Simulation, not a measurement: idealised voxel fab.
process module | voxel transistor to metal
cross-section cut | 295 nm wide | cells 5 nm
A cross-section is a grid of square cells, given in bands from the top down. A band is one or more rows of cells.
Each band's line starts with the height of the band's top and of its bottom, in nm. Then come its materials from left to right, each with its width in nm. One material with "throughout" fills the band from edge to edge. "air" is empty space.
Height 0 is the level under which the wafer as received is all one material. The lowest band goes on downwards, as in "0 down".
A width such as "30 to 40" changes by the same amount from each row of cells to the next, from the band's top row to its bottom row.
"no change" after a step means that no cell of the cross-section changed.
closed voids: empty space of 8 cells or more with no open way to the top, each as width x height at its distance from the left edge, in nm
after a step's settings: what the simulator itself notes on the step
overlay nm, on a step with a mask: how far to the right of its planned place the mask lay; to the left if negative
plan
1 op RECEIVE | material Si
2 op OXIDIZE | depth nm 5
3 op CONFORMAL_DEP | material SiN | thk nm 10
4 op DIRECTIONAL_DEP | material aC | thk nm 15
5 op PATTERN | tone cover | mask id ACTIVE | material resist | width nm 110 | pitch nm 140 | thk nm 30 | overlay nm 0
6 op DIRECTIONAL_ETCH | etch materials aC | depth nm 15
7 op STRIP | etch materials resist
8 op DIRECTIONAL_ETCH | etch materials SiN | depth nm 10
9 op DIRECTIONAL_ETCH | etch materials SiO2 | depth nm 5
10 op DIRECTIONAL_ETCH | etch materials Si | depth nm 30
11 op STRIP | etch materials aC
12 op FILL_DEP | material SiO2 | thk nm 5
13 op CMP | height nm 10
14 op SELECTIVE_ETCH | etch materials SiO2 | depth nm 5
15 op STRIP | etch materials SiN
16 op SELECTIVE_ETCH | etch materials SiO2 | depth nm 5
17 op OXIDIZE | depth nm 5
18 op DIRECTIONAL_DEP | material polySi | thk nm 30
19 op DIRECTIONAL_DEP | material SiCN | thk nm 10
20 op PATTERN | tone cover | mask id GATE | material resist | width nm 20 | pitch nm 140 | thk nm 20 | overlay nm 0
21 op DIRECTIONAL_ETCH | etch materials SiCN | depth nm 20
22 op DIRECTIONAL_ETCH | etch materials polySi | depth nm 40
23 op STRIP | etch materials resist
24 op CONFORMAL_DEP | material SiO2 | thk nm 5
25 op DIRECTIONAL_ETCH | etch materials SiO2 | depth nm 5
26 op CONFORMAL_DEP | material SiN | thk nm 5
27 op DIRECTIONAL_ETCH | etch materials SiN | depth nm 5
28 op DIRECTIONAL_ETCH | etch materials SiO2 | depth nm 5
29 op DIRECTIONAL_ETCH | etch materials Si | depth nm 10
30 op EPI | material SiGe | thk nm 15
31 op FILL_DEP | material SiO2 | thk nm 5
32 op CMP | height nm 35
33 op DIRECTIONAL_DEP | material SiO2 | thk nm 10
34 op PATTERN | tone open | mask id CONTACT | material resist | width nm 35 | thk nm 15 | overlay nm 0
35 op DIRECTIONAL_ETCH | etch materials SiO2 | depth nm 40
36 op STRIP | etch materials resist
37 op CONFORMAL_DEP | material TiN | thk nm 5
38 op FILL_DEP | material Ru | thk nm 5
39 op CMP | height nm 45
40 op DIRECTIONAL_DEP | material TiN | thk nm 5
41 op DIRECTIONAL_DEP | material W | thk nm 20
42 op DIRECTIONAL_DEP | material aC | thk nm 10
43 op PATTERN | tone cover | mask id METAL_1 | material resist | width nm 20 | thk nm 25 | overlay nm 0
44 op DIRECTIONAL_ETCH | etch materials aC | depth nm 10
45 op STRIP | etch materials resist
46 op DIRECTIONAL_ETCH | etch materials W | depth nm 20
47 op DIRECTIONAL_ETCH | etch materials TiN | depth nm 5
48 op STRIP | etch materials aC
49 op CONFORMAL_DEP | material SiN | thk nm 5
50 op FILL_DEP | material SiO2 | thk nm 10
51 op CMP | height nm 60
52 op CONFORMAL_DEP | material SiCN | thk nm 5
varied across the wafers: height nm of step 51. The plan shows the first wafer's value. All wafers start alike
first wafer as received, after step 1
  0 down: Si throughout
  closed voids: none
first wafer at the end, after step 52
  65 to 60: SiCN throughout
  60 to 50: SiO2 20 | SiN 5 | W 20 | SiN 5 | SiO2 50 | SiN 5 | W 20 | SiN 5 | SiO2 30 | SiN 5 | W 20 | SiN 5 | SiO2 50 | SiN 5 | W 20 | SiN 5 | SiO2 25
  50 to 45: SiN 25 | TiN 20 | SiN 60 | TiN 20 | SiN 40 | TiN 20 | SiN 60 | TiN 20 | SiN 30
  45 to 35: SiO2 25 | TiN 5 | Ru 25 to 20 | TiN 5 to 10 | SiO2 30 | TiN 5 to 10 | Ru 25 to 20 | TiN 5 | SiO2 40 | TiN 5 | Ru 25 to 20 | TiN 5 to 10 | SiO2 30 | TiN 5 to 10 | Ru 25 to 20 | TiN 5 | SiO2 30
  35 to 25: SiO2 25 | TiN 5 | Ru 20 | TiN 5 | SiN 5 | SiO2 5 | SiCN 20 | SiO2 5 | SiN 5 | TiN 5 | Ru 20 | TiN 5 | SiO2 40 | TiN 5 | Ru 20 | TiN 5 | SiN 5 | SiO2 5 | SiCN 20 | SiO2 5 | SiN 5 | TiN 5 | Ru 20 | TiN 5 | SiO2 30
  25 to 10: SiO2 25 | TiN 5 | Ru 20 | TiN 5 | SiN 5 | SiO2 5 | polySi 20 | SiO2 5 | SiN 5 | TiN 5 | Ru 20 | TiN 5 | SiO2 40 | TiN 5 | Ru 20 | TiN 5 | SiN 5 | SiO2 5 | polySi 20 | SiO2 5 | SiN 5 | TiN 5 | Ru 20 | TiN 5 | SiO2 30
  10 to 5: SiO2 25 | TiN 30 | SiN 5 | SiO2 5 | polySi 20 | SiO2 5 | SiN 5 | TiN 30 | SiO2 40 | TiN 30 | SiN 5 | SiO2 5 | polySi 20 | SiO2 5 | SiN 5 | TiN 30 | SiO2 30
  5 to 0: SiO2 20 | SiGe 35 | SiN 5 | SiO2 5 | polySi 20 | SiO2 5 | SiN 5 | SiGe 35 | SiO2 30 | SiGe 35 | SiN 5 | SiO2 5 | polySi 20 | SiO2 5 | SiN 5 | SiGe 35 | SiO2 25
  0 to -5: SiO2 20 | SiN 5 | SiGe 30 | SiN 5 | SiO2 5 | polySi 20 | SiO2 5 | SiN 5 | SiGe 30 | SiN 5 | SiO2 30 | SiN 5 | SiGe 30 | SiN 5 | SiO2 5 | polySi 20 | SiO2 5 | SiN 5 | SiGe 30 | SiN 5 | SiO2 25
  -5 to -10: SiO2 25 | SiGe 30 | SiO2 40 | SiGe 30 | SiO2 40 | SiGe 30 | SiO2 40 | SiGe 30 | SiO2 30
  -10 to -20: SiO2 20 | Si 5 | SiGe 30 | Si 40 | SiGe 30 | Si 5 | SiO2 30 | Si 5 | SiGe 30 | Si 40 | SiGe 30 | Si 5 | SiO2 25
  -20 to -35: SiO2 20 | Si 110 | SiO2 30 | Si 110 | SiO2 25
  -35 down: Si throughout
  closed voids: none
last wafer at the end
  90 to 85: SiCN throughout
  85 to 75: SiO2 throughout
  75 to 70: SiO2 20 | SiN 30 | SiO2 50 | SiN 30 | SiO2 30 | SiN 30 | SiO2 50 | SiN 30 | SiO2 25
  70 to 50: SiO2 20 | SiN 5 | W 20 | SiN 5 | SiO2 50 | SiN 5 | W 20 | SiN 5 | SiO2 30 | SiN 5 | W 20 | SiN 5 | SiO2 50 | SiN 5 | W 20 | SiN 5 | SiO2 25
  50 to 45: SiN 25 | TiN 20 | SiN 60 | TiN 20 | SiN 40 | TiN 20 | SiN 60 | TiN 20 | SiN 30
  45 to 35: SiO2 25 | TiN 5 | Ru 25 to 20 | TiN 5 to 10 | SiO2 30 | TiN 5 to 10 | Ru 25 to 20 | TiN 5 | SiO2 40 | TiN 5 | Ru 25 to 20 | TiN 5 to 10 | SiO2 30 | TiN 5 to 10 | Ru 25 to 20 | TiN 5 | SiO2 30
  35 to 25: SiO2 25 | TiN 5 | Ru 20 | TiN 5 | SiN 5 | SiO2 5 | SiCN 20 | SiO2 5 | SiN 5 | TiN 5 | Ru 20 | TiN 5 | SiO2 40 | TiN 5 | Ru 20 | TiN 5 | SiN 5 | SiO2 5 | SiCN 20 | SiO2 5 | SiN 5 | TiN 5 | Ru 20 | TiN 5 | SiO2 30
  25 to 10: SiO2 25 | TiN 5 | Ru 20 | TiN 5 | SiN 5 | SiO2 5 | polySi 20 | SiO2 5 | SiN 5 | TiN 5 | Ru 20 | TiN 5 | SiO2 40 | TiN 5 | Ru 20 | TiN 5 | SiN 5 | SiO2 5 | polySi 20 | SiO2 5 | SiN 5 | TiN 5 | Ru 20 | TiN 5 | SiO2 30
  10 to 5: SiO2 25 | TiN 30 | SiN 5 | SiO2 5 | polySi 20 | SiO2 5 | SiN 5 | TiN 30 | SiO2 40 | TiN 30 | SiN 5 | SiO2 5 | polySi 20 | SiO2 5 | SiN 5 | TiN 30 | SiO2 30
  5 to 0: SiO2 20 | SiGe 35 | SiN 5 | SiO2 5 | polySi 20 | SiO2 5 | SiN 5 | SiGe 35 | SiO2 30 | SiGe 35 | SiN 5 | SiO2 5 | polySi 20 | SiO2 5 | SiN 5 | SiGe 35 | SiO2 25
  0 to -5: SiO2 20 | SiN 5 | SiGe 30 | SiN 5 | SiO2 5 | polySi 20 | SiO2 5 | SiN 5 | SiGe 30 | SiN 5 | SiO2 30 | SiN 5 | SiGe 30 | SiN 5 | SiO2 5 | polySi 20 | SiO2 5 | SiN 5 | SiGe 30 | SiN 5 | SiO2 25
  -5 to -10: SiO2 25 | SiGe 30 | SiO2 40 | SiGe 30 | SiO2 40 | SiGe 30 | SiO2 40 | SiGe 30 | SiO2 30
  -10 to -20: SiO2 20 | Si 5 | SiGe 30 | Si 40 | SiGe 30 | Si 5 | SiO2 30 | Si 5 | SiGe 30 | Si 40 | SiGe 30 | Si 5 | SiO2 25
  -20 to -35: SiO2 20 | Si 110 | SiO2 30 | Si 110 | SiO2 25
  -35 down: Si throughout
  closed voids: none
each wafer at the end: cells of each material gained (+) or lost (-) since it was received, then its closed voids
height nm 60 | +116 Ru | -241 Si | +75 SiCN | +124 SiGe | +95 SiN | +418 SiO2 | +100 TiN | +32 W | +48 polySi | closed voids: none
height nm 65 | +116 Ru | -241 Si | +75 SiCN | +124 SiGe | +103 SiN | +453 SiO2 | +100 TiN | +48 W | +48 polySi | closed voids: none
height nm 70 | +116 Ru | -241 Si | +75 SiCN | +124 SiGe | +111 SiN | +488 SiO2 | +100 TiN | +64 W | +48 polySi | closed voids: none
height nm 75 | +116 Ru | -241 Si | +75 SiCN | +124 SiGe | +135 SiN | +523 SiO2 | +100 TiN | +64 W | +48 polySi | closed voids: none
height nm 80 | +116 Ru | -241 Si | +75 SiCN | +124 SiGe | +135 SiN | +582 SiO2 | +100 TiN | +64 W | +48 polySi | closed voids: none
height nm 85 | +116 Ru | -241 Si | +75 SiCN | +124 SiGe | +135 SiN | +641 SiO2 | +100 TiN | +64 W | +48 polySi | closed voids: none
